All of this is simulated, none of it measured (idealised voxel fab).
process module | voxel tone inversion
cross-section cut | 245 nm wide | cells 5 nm
A cross-section is a grid of square cells, given in bands from the top down. A band is one or more rows of cells.
Each band's line starts with the height of the band's top and of its bottom, in nm. Then come its materials from left to right, each with its width in nm. One material with "throughout" fills the band from edge to edge. "air" is empty space.
Height 0 is the level under which the wafer as received is all one material. The lowest band goes on downwards, as in "0 down".
A width such as "30 to 40" changes by the same amount from each row of cells to the next, from the band's top row to its bottom row.
"no change" after a step means that no cell of the cross-section changed.
closed voids: empty space of 8 cells or more with no open way to the top, each as width x height at its distance from the left edge, in nm
after a step's settings: what the simulator itself notes on the step
overlay nm, on a step with a mask: how far to the right of its planned place the mask lay; to the left if negative
plan
1 op RECEIVE | material Si
2 op CONFORMAL_DEP | material SiN | thk nm 5
3 op DIRECTIONAL_DEP | material polySi | thk nm 15
4 op PATTERN | tone cover | mask id POSTS | material resist | width nm 20 | pitch nm 40 | thk nm 20 | overlay nm -15
5 op DIRECTIONAL_ETCH | etch materials polySi | depth nm 15
6 op STRIP | etch materials resist
7 op FILL_DEP | material SiO2 | thk nm 5
8 op CMP | height nm 20
9 op STRIP | etch materials polySi
varied across the wafers: overlay nm of step 4. The plan shows the first wafer's value. All wafers start alike
first wafer as received, after step 1
  0 down: Si throughout
  closed voids: none
first wafer at the end, after step 9
  20 to 5: SiO2 35 | air 20 | SiO2 20 | air 20 | SiO2 20 | air 20 | SiO2 20 | air 20 | SiO2 70
  5 to 0: SiN throughout
  0 down: Si throughout
  closed voids: none
last wafer at the end
  20 to 5: SiO2 65 | air 20 | SiO2 20 | air 20 | SiO2 20 | air 20 | SiO2 20 | air 20 | SiO2 40
  5 to 0: SiN throughout
  0 down: Si throughout
  closed voids: none
each wafer at the end: cells of each material gained (+) or lost (-) since it was received, then its closed voids
overlay nm -15 | +49 SiN | +99 SiO2 | closed voids: none
overlay nm -10 | +49 SiN | +99 SiO2 | closed voids: none
overlay nm -5 | +49 SiN | +99 SiO2 | closed voids: none
overlay nm 0 | +49 SiN | +99 SiO2 | closed voids: none
overlay nm 5 | +49 SiN | +99 SiO2 | closed voids: none
overlay nm 10 | +49 SiN | +99 SiO2 | closed voids: none
overlay nm 15 | +49 SiN | +99 SiO2 | closed voids: none
